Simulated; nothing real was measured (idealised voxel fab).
Process module in this document: voxel transistor to metal
Square cells of 5 nm make up the cross-section cut, whose width is 155 nm.
A cross-section in this document is a grid of square cells, and it is written down as bands, the top band listed before the ones below it; a band is made up of one or more rows of cells.
Heads up on the band format: heights come first, top then bottom, in nm. After that it's the materials left to right, each with its width in nm. A single material flagged "full width" fills the whole band edge to edge, and "air" means there's empty space there.
Heights from 0 (as-received wafer is one material below). Bottom band endless downward, as "z 0 and below".
It should be noted that a width expressed as "30..40" varies in equal increments from row to row of cells within the band, taking the value of the first number at the top row and that of the second number at the bottom row.
You'll sometimes find "no change occurred" written for a step, and that's the way of saying that nowhere in the cross-section did a cell change during that step.
This entry, "Closed-off voids", enumerates those empty regions of no fewer than 8 cells that possess no open connection to the top. Each region is reported in the form width x height at distance, the distance being taken from the left edge, with all three quantities expressed in nm.
Where a step's line continues beyond its settings, the continuation is a remark by the simulator itself on that step.
If you see "overlay nm" on a step's line and that step has a mask, it's telling you how far right of where it was planned the mask ended up; a negative number means it went left instead.
Pairs ahead. Before: cross-section ahead of one process step. After: cross-section once the step is done, shown to the lowest changed band only. Under each pair: that step, with settings. Caution: pairs may come from different runs of this module on the same starting wafer; a pair follows the pair above only where its "Pre-step condition" entry says so.
### Pre-step condition
* z 85 to 65: resist: 35, then air: 15, then resist: 55, then air: 15, then resist: 35
* z 65 to 45: SiO2: 35, then air: 15, then SiO2: 55, then air: 15, then SiO2: 35
* z 45 to 40: SiN full width
* z 40 to 30: SiO2: 40, then TiN: 5, then Ru: 10..5, then TiN: 5..10, then SiO2: 40, then TiN: 5, then Ru: 10, then TiN: 5, then SiO2: 35
* z 30 to 20: SiO2: 40, then TiN: 5, then Ru: 5, then TiN: 5, then SiN: 10, then SiCN: 25, then SiN: 10, then TiN: 5, then Ru: 10, then TiN: 5, then SiO2: 35
* z 20 to 5: SiO2: 40, then TiN: 5, then Ru: 5, then TiN: 5, then SiN: 10, then polySi: 25, then SiN: 10, then TiN: 5, then Ru: 10, then TiN: 5, then SiO2: 35
* z 5 to 0: SiO2: 40, then TiN: 15, then SiN: 10, then polySi: 25, then SiN: 10, then TiN: 20, then SiO2: 35
* z 0 to -5: SiO2: 25, then SiGe: 30, then SiO2: 45, then SiGe: 30, then SiO2: 25
* z -5 to -40: SiO2: 30, then Si: 95, then SiO2: 30
* z -40 and below: Si full width
* Closed-off voids: none
### after
* z 85 to 65: resist: 35, then air: 15, then resist: 55, then air: 15, then resist: 35
* z 65 to 45: SiO2: 35, then air: 15, then SiO2: 55, then air: 15, then SiO2: 35
* z 45 to 40: SiN: 35, then air: 15, then SiN: 55, then air: 15, then SiN: 35
* Under 40: no change, same as before.
* Closed-off voids: none
The cross-sections above show the structure before and after this step: op DIRECTIONAL_ETCH | etch materials SiN | depth nm 5
Pre-step condition: The cross-section prior to this step is the one presented after the step of the pair immediately above.
### after
* z 65 to 45: SiO2: 35, then air: 15, then SiO2: 55, then air: 15, then SiO2: 35
* Under 45: no change, same as before.
* Closed-off voids: none
The cross-sections above show the structure before and after this step: op STRIP | etch materials resist
Pre-step condition: The cross-section prior to this step is the one presented after the step of the pair immediately above.
### after
* z 70 to 65: TiN: 40, then air: 5, then TiN: 65, then air: 5, then TiN: 40
* z 65 to 45: SiO2: 35, then TiN: 5, then air: 5, then TiN: 5, then SiO2: 55, then TiN: 5, then air: 5, then TiN: 5, then SiO2: 35
* z 45 to 40: SiN: 35, then TiN: 15, then SiN: 55, then TiN: 15, then SiN: 35
* Under 40: no change, same as before.
* Closed-off voids: none
The cross-sections above show the structure before and after this step: op CONFORMAL_DEP | material TiN | thk nm 5
Pre-step condition: The cross-section prior to this step is the one presented after the step of the pair immediately above.
### after
* z 75 to 70: Cu full width
* z 70 to 65: TiN: 40, then Cu: 5, then TiN: 65, then Cu: 5, then TiN: 40
* z 65 to 45: SiO2: 35, then TiN: 5, then Cu: 5, then TiN: 5, then SiO2: 55, then TiN: 5, then Cu: 5, then TiN: 5, then SiO2: 35
* Under 45: no change, same as before.
* Closed-off voids: none
The cross-sections above show the structure before and after this step: op FILL_DEP | material Cu | thk nm 5
Pre-step condition: The cross-section prior to this step is the one presented after the step of the pair immediately above.
### after
* z 65 to 45: SiO2: 35, then TiN: 5, then Cu: 5, then TiN: 5, then SiO2: 55, then TiN: 5, then Cu: 5, then TiN: 5, then SiO2: 35
* Under 45: no change, same as before.
* Closed-off voids: none
The cross-sections above show the structure before and after this step: op CMP | height nm 65
Pre-step condition: The cross-section prior to this step is the one presented after the step of the pair immediately above.
### after
* z 70 to 65: air: 30, then Ru: 25, then air: 45, then Ru: 25, then air: 30
* Under 65: no change, same as before.
* Closed-off voids: none
The cross-sections above show the structure before and after this step: op EPI | material Ru | thk nm 5
Pre-step condition: The cross-section prior to this step is the one presented after the step of the pair immediately above.
### after
* z 75 to 70: SiCN full width
* z 70 to 65: SiCN: 30, then Ru: 25, then SiCN: 45, then Ru: 25, then SiCN: 30
* Under 65: no change, same as before.
* Closed-off voids: none
The cross-sections above show the structure before and after this step: op FILL_DEP | material SiCN | thk nm 5
Pre-step condition: The cross-section prior to this step is the one presented after the step of the pair immediately above.
### after
* z 110 to 75: lowk full width
* Under 75: no change, same as before.
* Closed-off voids: none
The cross-sections above show the structure before and after this step: op DIRECTIONAL_DEP | material lowk | thk nm 35
Pre-step condition: The cross-section prior to this step is the one presented after the step of the pair immediately above.
### after
* z 125 to 110: aC full width
* Under 110: no change, same as before.
* Closed-off voids: none
The cross-sections above show the structure before and after this step: op DIRECTIONAL_DEP | material aC | thk nm 15
Pre-step condition: The cross-section prior to this step is the one presented after the step of the pair immediately above.
### after
* z 155 to 125: resist: 35, then air: 15, then resist: 55, then air: 15, then resist: 35
* Under 125: no change, same as before.
* Closed-off voids: none
The cross-sections above show the structure before and after this step: op PATTERN | tone open | mask id METAL_2 | material resist | width nm 15 | pitch nm 70 | thk nm 30 | overlay nm 0
Pre-step condition: The cross-section prior to this step is the one presented after the step of the pair immediately above.
### after
* z 140 to 125: resist: 35, then air: 15, then resist: 55, then air: 15, then resist: 35
* z 125 to 110: aC: 35, then air: 15, then aC: 55, then air: 15, then aC: 35
* Under 110: no change, same as before.
* Closed-off voids: none
The cross-sections above show the structure before and after this step: op DIRECTIONAL_ETCH | etch materials aC | depth nm 15
Pre-step condition: The cross-section prior to this step is the one presented after the step of the pair immediately above.
### after
* z 125 to 110: aC: 35, then air: 15, then aC: 55, then air: 15, then aC: 35
* Under 110: no change, same as before.
* Closed-off voids: none
The cross-sections above show the structure before and after this step: op STRIP | etch materials resist
Pre-step condition: The cross-section prior to this step is the one presented after the step of the pair immediately above.
### after
* z 125 to 110: aC: 35, then air: 15, then aC: 55, then air: 15, then aC: 35
* z 110 to 90: lowk: 35, then air: 15, then lowk: 55, then air: 15, then lowk: 35
* Under 90: no change, same as before.
* Closed-off voids: none
The cross-sections above show the structure before and after this step: op DIRECTIONAL_ETCH | etch materials lowk | depth nm 20
Pre-step condition: The cross-section prior to this step is the one presented after the step of the pair immediately above.
### after
* z 110 to 90: lowk: 35, then air: 15, then lowk: 55, then air: 15, then lowk: 35
* Under 90: no change, same as before.
* Closed-off voids: none
The cross-sections above show the structure before and after this step: op STRIP | etch materials aC
Pre-step condition: The cross-section prior to this step is the one presented after the step of the pair immediately above.
### after
* z 125 to 110: resist: 35, then air: 15, then resist: 55, then air: 15, then resist: 35
* Under 110: no change, same as before.
* Closed-off voids: none
The cross-sections above show the structure before and after this step: op PATTERN | tone open | mask id METAL_2_HOLES | material resist | width nm 15 | pitch nm 70 | thk nm 15 | overlay nm 0
Pre-step condition: The cross-section prior to this step is the one presented after the step of the pair immediately above.
### after
* z 125 to 110: resist: 35, then air: 15, then resist: 55, then air: 15, then resist: 35
* z 110 to 75: lowk: 35, then air: 15, then lowk: 55, then air: 15, then lowk: 35
* Under 75: no change, same as before.
* Closed-off voids: none
The cross-sections above show the structure before and after this step: op DIRECTIONAL_ETCH | etch materials lowk | depth nm 15
Pre-step condition: The cross-section prior to this step is the one presented after the step of the pair immediately above.
### after
* z 125 to 110: resist: 35, then air: 15, then resist: 55, then air: 15, then resist: 35
* z 110 to 75: lowk: 35, then air: 15, then lowk: 55, then air: 15, then lowk: 35
* z 75 to 70: SiCN: 35, then air: 15, then SiCN: 55, then air: 15, then SiCN: 35
* Under 70: no change, same as before.
* Closed-off voids: none
The cross-sections above show the structure before and after this step: op DIRECTIONAL_ETCH | etch materials SiCN | depth nm 5
Pre-step condition: The cross-section prior to this step is the one presented after the step of the pair immediately above.
### after
* z 110 to 75: lowk: 35, then air: 15, then lowk: 55, then air: 15, then lowk: 35
* Under 75: no change, same as before.
* Closed-off voids: none
The cross-sections above show the structure before and after this step: op STRIP | etch materials resist
Pre-step condition: The cross-section prior to this step is the one presented after the step of the pair immediately above.
### after
* z 115 to 110: TiN: 40, then air: 5, then TiN: 65, then air: 5, then TiN: 40
* z 110 to 75: lowk: 35, then TiN: 5, then air: 5, then TiN: 5, then lowk: 55, then TiN: 5, then air: 5, then TiN: 5, then lowk: 35
* z 75 to 70: SiCN: 35, then TiN: 15, then SiCN: 55, then TiN: 15, then SiCN: 35
* Under 70: no change, same as before.
* Closed-off voids: none
The cross-sections above show the structure before and after this step: op CONFORMAL_DEP | material TiN | thk nm 5
Pre-step condition: The cross-section prior to this step is the one presented after the step of the pair immediately above.
### after
* z 120 to 115: Ru full width
* z 115 to 110: TiN: 40, then Ru: 5, then TiN: 65, then Ru: 5, then TiN: 40
* z 110 to 75: lowk: 35, then TiN: 5, then Ru: 5, then TiN: 5, then lowk: 55, then TiN: 5, then Ru: 5, then TiN: 5, then lowk: 35
* Under 75: no change, same as before.
* Closed-off voids: none
The cross-sections above show the structure before and after this step: op FILL_DEP | material Ru | thk nm 5
Pre-step condition: The cross-section prior to this step is the one presented after the step of the pair immediately above.
### after
* z 110 to 75: lowk: 35, then TiN: 5, then Ru: 5, then TiN: 5, then lowk: 55, then TiN: 5, then Ru: 5, then TiN: 5, then lowk: 35
* Under 75: no change, same as before.
* Closed-off voids: none
The cross-sections above show the structure before and after this step: op CMP | height nm 110
Pre-step condition: The cross-section prior to this step is the one presented after the step of the pair immediately above.
### after
* z 115 to 110: SiCN full width
* Under 110: no change, same as before.
* Closed-off voids: none
The cross-sections above show the structure before and after this step: op CONFORMAL_DEP | material SiCN | thk nm 5
### Pre-step condition
* z 30 to 20: SiCN full width
* z 20 to 0: polySi full width
* z 0 to -5: SiO2 full width
* z -5 to -40: SiO2: 30, then Si: 95, then SiO2: 30
* z -40 and below: Si full width
* Closed-off voids: none
### after
* z 30 to 20: air: 55, then SiCN: 25, then air: 75
* Under 20: no change, same as before.
* Closed-off voids: none
The cross-sections above show the structure before and after this step: op MASKED_ETCH | tone cover | mask id GATE | width nm 25 | etch materials SiCN | depth nm 20 | overlay nm -10
Pre-step condition: The cross-section prior to this step is the one presented after the step of the pair immediately above.
### after
* z 30 to 20: air: 55, then SiCN: 25, then air: 75
* z 20 to 0: air: 55, then polySi: 35, then air: 65
* Under 0: no change, same as before.
* Closed-off voids: none
The cross-sections above show the structure before and after this step: op MASKED_ETCH | tone cover | mask id GATE | width nm 25 | etch materials polySi | depth nm 30 | overlay nm 0
Pre-step condition: The cross-section prior to this step is the one presented after the step of the pair immediately above.
### after
* z 40 to 30: air: 45, then SiN: 45, then air: 65
* z 30 to 20: air: 45, then SiN: 10, then SiCN: 25, then SiN: 20, then air: 55
* z 20 to 10: air: 45, then SiN: 10, then polySi: 35, then SiN: 10, then air: 55
* z 10 to 0: SiN: 55, then polySi: 35, then SiN: 65
* Under 0: no change, same as before.
* Closed-off voids: none
The cross-sections above show the structure before and after this step: op CONFORMAL_DEP | material SiN | thk nm 10
Pre-step condition: The cross-section prior to this step is the one presented after the step of the pair immediately above.
### after
* z 30 to 20: air: 45, then SiN: 10, then SiCN: 25, then SiN: 10, then air: 65
* z 20 to 0: air: 45, then SiN: 10, then polySi: 35, then SiN: 10, then air: 55
* Under 0: no change, same as before.
* Closed-off voids: none
The cross-sections above show the structure before and after this step: op DIRECTIONAL_ETCH | etch materials SiN | depth nm 10
Pre-step condition: The cross-section prior to this step is the one presented after the step of the pair immediately above.
### after
* z 30 to 20: air: 45, then SiN: 10, then SiCN: 25, then SiN: 10, then air: 65
* z 20 to 0: air: 45, then SiN: 10, then polySi: 35, then SiN: 10, then air: 55
* z 0 to -5: air: 45, then SiO2: 55, then air: 55
* Under -5: no change, same as before.
* Closed-off voids: none
The cross-sections above show the structure before and after this step: op DIRECTIONAL_ETCH | etch materials SiO2 | depth nm 5
Pre-step condition: The cross-section prior to this step is the one presented after the step of the pair immediately above.
### after
* z 30 to 20: air: 45, then SiN: 10, then SiCN: 25, then SiN: 10, then air: 65
* z 20 to 0: air: 45, then SiN: 10, then polySi: 35, then SiN: 10, then air: 55
* z 0 to -5: air: 25, then SiGe: 20, then SiO2: 55, then SiGe: 30, then air: 25
* Under -5: no change, same as before.
* Closed-off voids: none
The cross-sections above show the structure before and after this step: op EPI | material SiGe | thk nm 5
Pre-step condition: The cross-section prior to this step is the one presented after the step of the pair immediately above.
### after
* z 40 to 30: SiO2 full width
* z 30 to 20: SiO2: 45, then SiN: 10, then SiCN: 25, then SiN: 10, then SiO2: 65
* z 20 to 0: SiO2: 45, then SiN: 10, then polySi: 35, then SiN: 10, then SiO2: 55
* z 0 to -5: SiO2: 25, then SiGe: 20, then SiO2: 55, then SiGe: 30, then SiO2: 25
* Under -5: no change, same as before.
* Closed-off voids: none
The cross-sections above show the structure before and after this step: op FILL_DEP | material SiO2 | thk nm 10
Pre-step condition: The cross-section prior to this step is the one presented after the step of the pair immediately above.
### after
* z 30 to 20: SiO2: 45, then SiN: 10, then SiCN: 25, then SiN: 10, then SiO2: 65
* Under 20: no change, same as before.
* Closed-off voids: none
The cross-sections above show the structure before and after this step: op CMP | height nm 30
Pre-step condition: The cross-section prior to this step is the one presented after the step of the pair immediately above.
### after
* z 40 to 30: SiO2 full width
* Under 30: no change, same as before.
* Closed-off voids: none
The cross-sections above show the structure before and after this step: op DIRECTIONAL_DEP | material SiO2 | thk nm 10
Pre-step condition: The cross-section prior to this step is the one presented after the step of the pair immediately above.
### after
* z 40 to 30: SiO2: 35, then air: 25, then SiO2: 35, then air: 25, then SiO2: 35
* z 30 to 20: SiO2: 35, then air: 10, then SiN: 10, then SiCN: 25, then SiN: 10, then SiO2: 5, then air: 25, then SiO2: 35
* z 20 to 0: SiO2: 35, then air: 10, then SiN: 10, then polySi: 35, then SiN: 10, then air: 20, then SiO2: 35
* Under 0: no change, same as before.
* Closed-off voids: none
The cross-sections above show the structure before and after this step: op MASKED_ETCH | tone open | mask id CONTACT | width nm 25 | pitch nm 60 | etch materials SiO2 | depth nm 40 | overlay nm 0
Pre-step condition: The cross-section prior to this step is the one presented after the step of the pair immediately above.
### after
* z 45 to 40: TiN: 40, then air: 15, then TiN: 45, then air: 15, then TiN: 40
* z 40 to 35: SiO2: 35, then TiN: 5, then air: 15, then TiN: 5, then SiO2: 35, then TiN: 5, then air: 15, then TiN: 5, then SiO2: 35
* z 35 to 30: SiO2: 35, then TiN: 25, then SiO2: 35, then TiN: 5, then air: 15, then TiN: 5, then SiO2: 35
* z 30 to 20: SiO2: 35, then TiN: 10, then SiN: 10, then SiCN: 25, then SiN: 10, then SiO2: 5, then TiN: 5..10, then air: 15..10, then TiN: 5, then SiO2: 35
* z 20 to 5: SiO2: 35, then TiN: 10, then SiN: 10, then polySi: 35, then SiN: 10, then TiN: 5, then air: 10, then TiN: 5, then SiO2: 35
* z 5 to 0: SiO2: 35, then TiN: 10, then SiN: 10, then polySi: 35, then SiN: 10, then TiN: 20, then SiO2: 35
* Under 0: no change, same as before.
* Closed-off voids: none
The cross-sections above show the structure before and after this step: op CONFORMAL_DEP | material TiN | thk nm 5
Pre-step condition: The cross-section prior to this step is the one presented after the step of the pair immediately above.
### after
* z 50 to 45: Ru full width
* z 45 to 40: TiN: 40, then Ru: 15, then TiN: 45, then Ru: 15, then TiN: 40
* z 40 to 35: SiO2: 35, then TiN: 5, then Ru: 15, then TiN: 5, then SiO2: 35, then TiN: 5, then Ru: 15, then TiN: 5, then SiO2: 35
* z 35 to 30: SiO2: 35, then TiN: 25, then SiO2: 35, then TiN: 5, then Ru: 15, then TiN: 5, then SiO2: 35
* z 30 to 20: SiO2: 35, then TiN: 10, then SiN: 10, then SiCN: 25, then SiN: 10, then SiO2: 5, then TiN: 5..10, then Ru: 15..10, then TiN: 5, then SiO2: 35
* z 20 to 5: SiO2: 35, then TiN: 10, then SiN: 10, then polySi: 35, then SiN: 10, then TiN: 5, then Ru: 10, then TiN: 5, then SiO2: 35
* Under 5: no change, same as before.
* Closed-off voids: none
The cross-sections above show the structure before and after this step: op FILL_DEP | material Ru | thk nm 5
Pre-step condition: The cross-section prior to this step is the one presented after the step of the pair immediately above.
### after
* z 40 to 35: SiO2: 35, then TiN: 5, then Ru: 15, then TiN: 5, then SiO2: 35, then TiN: 5, then Ru: 15, then TiN: 5, then SiO2: 35
* Under 35: no change, same as before.
* Closed-off voids: none
The cross-sections above show the structure before and after this step: op CMP | height nm 40
Pre-step condition: The cross-section prior to this step is the one presented after the step of the pair immediately above.
### after
* z 45 to 40: SiN full width
* Under 40: no change, same as before.
* Closed-off voids: none
The cross-sections above show the structure before and after this step: op CONFORMAL_DEP | material SiN | thk nm 5
Pre-step condition: The cross-section prior to this step is the one presented after the step of the pair immediately above.
### after
* z 65 to 45: SiO2 full width
* Under 45: no change, same as before.
* Closed-off voids: none
The cross-sections above show the structure before and after this step: op DIRECTIONAL_DEP | material SiO2 | thk nm 20
Pre-step condition: The cross-section prior to this step is the one presented after the step of the pair immediately above.
### after
* z 85 to 65: resist: 35, then air: 15, then resist: 55, then air: 15, then resist: 35
* Under 65: no change, same as before.
* Closed-off voids: none
The cross-sections above show the structure before and after this step: op PATTERN | tone open | mask id METAL_1 | material resist | width nm 15 | pitch nm 70 | thk nm 20 | overlay nm 0
Pre-step condition: The cross-section prior to this step is the one presented after the step of the pair immediately above.
### after
* z 85 to 65: resist: 35, then air: 15, then resist: 55, then air: 15, then resist: 35
* z 65 to 45: SiO2: 35, then air: 15, then SiO2: 55, then air: 15, then SiO2: 35
* Under 45: no change, same as before.
* Closed-off voids: none
The cross-sections above show the structure before and after this step: op DIRECTIONAL_ETCH | etch materials SiO2 | depth nm 20
Pre-step condition: The cross-section prior to this step is the one presented after the step of the pair immediately above.
### after
* z 85 to 65: resist: 35, then air: 15, then resist: 55, then air: 15, then resist: 35
* z 65 to 45: SiO2: 35, then air: 15, then SiO2: 55, then air: 15, then SiO2: 35
* z 45 to 40: SiN: 35, then air: 15, then SiN: 55, then air: 15, then SiN: 35
* Under 40: no change, same as before.
* Closed-off voids: none
The cross-sections above show the structure before and after this step: op DIRECTIONAL_ETCH | etch materials SiN | depth nm 5
Pre-step condition: The cross-section prior to this step is the one presented after the step of the pair immediately above.
### after
* z 65 to 45: SiO2: 35, then air: 15, then SiO2: 55, then air: 15, then SiO2: 35
* Under 45: no change, same as before.
* Closed-off voids: none
The cross-sections above show the structure before and after this step: op STRIP | etch materials resist
Pre-step condition: The cross-section prior to this step is the one presented after the step of the pair immediately above.
### after
* z 70 to 65: TiN: 40, then air: 5, then TiN: 65, then air: 5, then TiN: 40
* z 65 to 45: SiO2: 35, then TiN: 5, then air: 5, then TiN: 5, then SiO2: 55, then TiN: 5, then air: 5, then TiN: 5, then SiO2: 35
* z 45 to 40: SiN: 35, then TiN: 15, then SiN: 55, then TiN: 15, then SiN: 35
* Under 40: no change, same as before.
* Closed-off voids: none
The cross-sections above show the structure before and after this step: op CONFORMAL_DEP | material TiN | thk nm 5
Pre-step condition: The cross-section prior to this step is the one presented after the step of the pair immediately above.
### after
* z 75 to 70: Cu full width
* z 70 to 65: TiN: 40, then Cu: 5, then TiN: 65, then Cu: 5, then TiN: 40
* z 65 to 45: SiO2: 35, then TiN: 5, then Cu: 5, then TiN: 5, then SiO2: 55, then TiN: 5, then Cu: 5, then TiN: 5, then SiO2: 35
* Under 45: no change, same as before.
* Closed-off voids: none
The cross-sections above show the structure before and after this step: op FILL_DEP | material Cu | thk nm 5
Pre-step condition: The cross-section prior to this step is the one presented after the step of the pair immediately above.
### after
* z 65 to 45: SiO2: 35, then TiN: 5, then Cu: 5, then TiN: 5, then SiO2: 55, then TiN: 5, then Cu: 5, then TiN: 5, then SiO2: 35
* Under 45: no change, same as before.
* Closed-off voids: none
The cross-sections above show the structure before and after this step: op CMP | height nm 65
Pre-step condition: The cross-section prior to this step is the one presented after the step of the pair immediately above.
### after
* z 70 to 65: air: 30, then Ru: 25, then air: 45, then Ru: 25, then air: 30
* Under 65: no change, same as before.
* Closed-off voids: none
The cross-sections above show the structure before and after this step: op EPI | material Ru | thk nm 5
Pre-step condition: The cross-section prior to this step is the one presented after the step of the pair immediately above.
### after
* z 75 to 70: SiCN full width
* z 70 to 65: SiCN: 30, then Ru: 25, then SiCN: 45, then Ru: 25, then SiCN: 30
* Under 65: no change, same as before.
* Closed-off voids: none
The cross-sections above show the structure before and after this step: op FILL_DEP | material SiCN | thk nm 5
Pre-step condition: The cross-section prior to this step is the one presented after the step of the pair immediately above.
### after
* z 110 to 75: lowk full width
* Under 75: no change, same as before.
* Closed-off voids: none
The cross-sections above show the structure before and after this step: op DIRECTIONAL_DEP | material lowk | thk nm 35
Pre-step condition: The cross-section prior to this step is the one presented after the step of the pair immediately above.
### after
* z 125 to 110: aC full width
* Under 110: no change, same as before.
* Closed-off voids: none
The cross-sections above show the structure before and after this step: op DIRECTIONAL_DEP | material aC | thk nm 15
Pre-step condition: The cross-section prior to this step is the one presented after the step of the pair immediately above.
### after
* z 155 to 125: resist: 35, then air: 15, then resist: 55, then air: 15, then resist: 35
* Under 125: no change, same as before.
* Closed-off voids: none
The cross-sections above show the structure before and after this step: op PATTERN | tone open | mask id METAL_2 | material resist | width nm 15 | pitch nm 70 | thk nm 30 | overlay nm 0
Pre-step condition: The cross-section prior to this step is the one presented after the step of the pair immediately above.
### after
* z 140 to 125: resist: 35, then air: 15, then resist: 55, then air: 15, then resist: 35
* z 125 to 110: aC: 35, then air: 15, then aC: 55, then air: 15, then aC: 35
* Under 110: no change, same as before.
* Closed-off voids: none
The cross-sections above show the structure before and after this step: op DIRECTIONAL_ETCH | etch materials aC | depth nm 15
Pre-step condition: The cross-section prior to this step is the one presented after the step of the pair immediately above.
### after
* z 125 to 110: aC: 35, then air: 15, then aC: 55, then air: 15, then aC: 35
* Under 110: no change, same as before.
* Closed-off voids: none
The cross-sections above show the structure before and after this step: op STRIP | etch materials resist
Pre-step condition: The cross-section prior to this step is the one presented after the step of the pair immediately above.
### after
* z 125 to 110: aC: 35, then air: 15, then aC: 55, then air: 15, then aC: 35
* z 110 to 90: lowk: 35, then air: 15, then lowk: 55, then air: 15, then lowk: 35
* Under 90: no change, same as before.
* Closed-off voids: none
The cross-sections above show the structure before and after this step: op DIRECTIONAL_ETCH | etch materials lowk | depth nm 20
Pre-step condition: The cross-section prior to this step is the one presented after the step of the pair immediately above.
### after
* z 110 to 90: lowk: 35, then air: 15, then lowk: 55, then air: 15, then lowk: 35
* Under 90: no change, same as before.
* Closed-off voids: none
The cross-sections above show the structure before and after this step: op STRIP | etch materials aC
Pre-step condition: The cross-section prior to this step is the one presented after the step of the pair immediately above.
### after
* z 125 to 110: resist: 35, then air: 15, then resist: 55, then air: 15, then resist: 35
* Under 110: no change, same as before.
* Closed-off voids: none
The cross-sections above show the structure before and after this step: op PATTERN | tone open | mask id METAL_2_HOLES | material resist | width nm 15 | pitch nm 70 | thk nm 15 | overlay nm 0
Pre-step condition: The cross-section prior to this step is the one presented after the step of the pair immediately above.
### after
* z 125 to 110: resist: 35, then air: 15, then resist: 55, then air: 15, then resist: 35
* z 110 to 75: lowk: 35, then air: 15, then lowk: 55, then air: 15, then lowk: 35
* Under 75: no change, same as before.
* Closed-off voids: none
The cross-sections above show the structure before and after this step: op DIRECTIONAL_ETCH | etch materials lowk | depth nm 15
Pre-step condition: The cross-section prior to this step is the one presented after the step of the pair immediately above.
### after
* z 125 to 110: resist: 35, then air: 15, then resist: 55, then air: 15, then resist: 35
* z 110 to 75: lowk: 35, then air: 15, then lowk: 55, then air: 15, then lowk: 35
* z 75 to 70: SiCN: 35, then air: 15, then SiCN: 55, then air: 15, then SiCN: 35
* Under 70: no change, same as before.
* Closed-off voids: none
The cross-sections above show the structure before and after this step: op DIRECTIONAL_ETCH | etch materials SiCN | depth nm 5
Pre-step condition: The cross-section prior to this step is the one presented after the step of the pair immediately above.
### after
* z 110 to 75: lowk: 35, then air: 15, then lowk: 55, then air: 15, then lowk: 35
* Under 75: no change, same as before.
* Closed-off voids: none
The cross-sections above show the structure before and after this step: op STRIP | etch materials resist
Pre-step condition: The cross-section prior to this step is the one presented after the step of the pair immediately above.
### after
* z 115 to 110: TiN: 40, then air: 5, then TiN: 65, then air: 5, then TiN: 40
* z 110 to 75: lowk: 35, then TiN: 5, then air: 5, then TiN: 5, then lowk: 55, then TiN: 5, then air: 5, then TiN: 5, then lowk: 35
* z 75 to 70: SiCN: 35, then TiN: 15, then SiCN: 55, then TiN: 15, then SiCN: 35
* Under 70: no change, same as before.
* Closed-off voids: none
The cross-sections above show the structure before and after this step: op CONFORMAL_DEP | material TiN | thk nm 5
Pre-step condition: The cross-section prior to this step is the one presented after the step of the pair immediately above.
### after
* z 120 to 115: Ru full width
* z 115 to 110: TiN: 40, then Ru: 5, then TiN: 65, then Ru: 5, then TiN: 40
* z 110 to 75: lowk: 35, then TiN: 5, then Ru: 5, then TiN: 5, then lowk: 55, then TiN: 5, then Ru: 5, then TiN: 5, then lowk: 35
* Under 75: no change, same as before.
* Closed-off voids: none
The cross-sections above show the structure before and after this step: op FILL_DEP | material Ru | thk nm 5
Pre-step condition: The cross-section prior to this step is the one presented after the step of the pair immediately above.
### after
* z 110 to 75: lowk: 35, then TiN: 5, then Ru: 5, then TiN: 5, then lowk: 55, then TiN: 5, then Ru: 5, then TiN: 5, then lowk: 35
* Under 75: no change, same as before.
* Closed-off voids: none
The cross-sections above show the structure before and after this step: op CMP | height nm 110
Pre-step condition: The cross-section prior to this step is the one presented after the step of the pair immediately above.
### after
* z 115 to 110: SiCN full width
* Under 110: no change, same as before.
* Closed-off voids: none
The cross-sections above show the structure before and after this step: op CONFORMAL_DEP | material SiCN | thk nm 5
### Pre-step condition
* z 70 to 65: TiN: 40, then air: 5, then TiN: 65, then air: 5, then TiN: 40
* z 65 to 45: SiO2: 35, then TiN: 5, then air: 5, then TiN: 5, then SiO2: 55, then TiN: 5, then air: 5, then TiN: 5, then SiO2: 35
* z 45 to 40: SiN: 35, then TiN: 15, then SiN: 55, then TiN: 15, then SiN: 35
* z 40 to 30: SiO2: 35, then TiN: 5, then Ru: 15..10, then TiN: 5..10, then SiO2: 35, then TiN: 5..10, then Ru: 15..10, then TiN: 5, then SiO2: 35
* z 30 to 20: SiO2: 35, then TiN: 5, then Ru: 10, then TiN: 5, then SiN: 10, then SiCN: 25, then SiN: 10, then TiN: 5, then Ru: 10, then TiN: 5, then SiO2: 35
* z 20 to 5: SiO2: 35, then TiN: 5, then Ru: 10, then TiN: 5, then SiN: 10, then polySi: 25, then SiN: 10, then TiN: 5, then Ru: 10, then TiN: 5, then SiO2: 35
* z 5 to 0: SiO2: 35, then TiN: 20, then SiN: 10, then polySi: 25, then SiN: 10, then TiN: 20, then SiO2: 35
* z 0 to -5: SiO2: 25, then SiGe: 30, then SiO2: 45, then SiGe: 30, then SiO2: 25
* z -5 to -40: SiO2: 30, then Si: 95, then SiO2: 30
* z -40 and below: Si full width
* Closed-off voids: none
### after
* z 75 to 70: aC full width
* z 70 to 65: TiN: 40, then aC: 5, then TiN: 65, then aC: 5, then TiN: 40
* z 65 to 45: SiO2: 35, then TiN: 5, then aC: 5, then TiN: 5, then SiO2: 55, then TiN: 5, then aC: 5, then TiN: 5, then SiO2: 35
* Under 45: no change, same as before.
* Closed-off voids: none
The cross-sections above show the structure before and after this step: op FILL_DEP | material aC | thk nm 5
Pre-step condition: The cross-section prior to this step is the one presented after the step of the pair immediately above.
### after
* z 65 to 45: SiO2: 35, then TiN: 5, then aC: 5, then TiN: 5, then SiO2: 55, then TiN: 5, then aC: 5, then TiN: 5, then SiO2: 35
* Under 45: no change, same as before.
* Closed-off voids: none
The cross-sections above show the structure before and after this step: op CMP | height nm 65
Pre-step condition: The cross-section prior to this step is the one presented after the step of the pair immediately above.
### after
* z 70 to 65: air: 30, then Ru: 25, then air: 45, then Ru: 25, then air: 30
* Under 65: no change, same as before.
* Closed-off voids: none
The cross-sections above show the structure before and after this step: op EPI | material Ru | thk nm 5
Pre-step condition: The cross-section prior to this step is the one presented after the step of the pair immediately above.
### after
* z 75 to 70: SiCN full width
* z 70 to 65: SiCN: 30, then Ru: 25, then SiCN: 45, then Ru: 25, then SiCN: 30
* Under 65: no change, same as before.
* Closed-off voids: none
The cross-sections above show the structure before and after this step: op FILL_DEP | material SiCN | thk nm 5
Pre-step condition: The cross-section prior to this step is the one presented after the step of the pair immediately above.
### after
* z 110 to 75: lowk full width
* Under 75: no change, same as before.
* Closed-off voids: none
The cross-sections above show the structure before and after this step: op DIRECTIONAL_DEP | material lowk | thk nm 35
Pre-step condition: The cross-section prior to this step is the one presented after the step of the pair immediately above.
### after
* z 125 to 110: aC full width
* Under 110: no change, same as before.
* Closed-off voids: none
The cross-sections above show the structure before and after this step: op DIRECTIONAL_DEP | material aC | thk nm 15
Pre-step condition: The cross-section prior to this step is the one presented after the step of the pair immediately above.
### after
* z 155 to 125: resist: 35, then air: 15, then resist: 55, then air: 15, then resist: 35
* Under 125: no change, same as before.
* Closed-off voids: none
The cross-sections above show the structure before and after this step: op PATTERN | tone open | mask id METAL_2 | material resist | width nm 15 | pitch nm 70 | thk nm 30 | overlay nm 0
Pre-step condition: The cross-section prior to this step is the one presented after the step of the pair immediately above.
### after
* z 140 to 125: resist: 35, then air: 15, then resist: 55, then air: 15, then resist: 35
* z 125 to 110: aC: 35, then air: 15, then aC: 55, then air: 15, then aC: 35
* Under 110: no change, same as before.
* Closed-off voids: none
The cross-sections above show the structure before and after this step: op DIRECTIONAL_ETCH | etch materials aC | depth nm 15
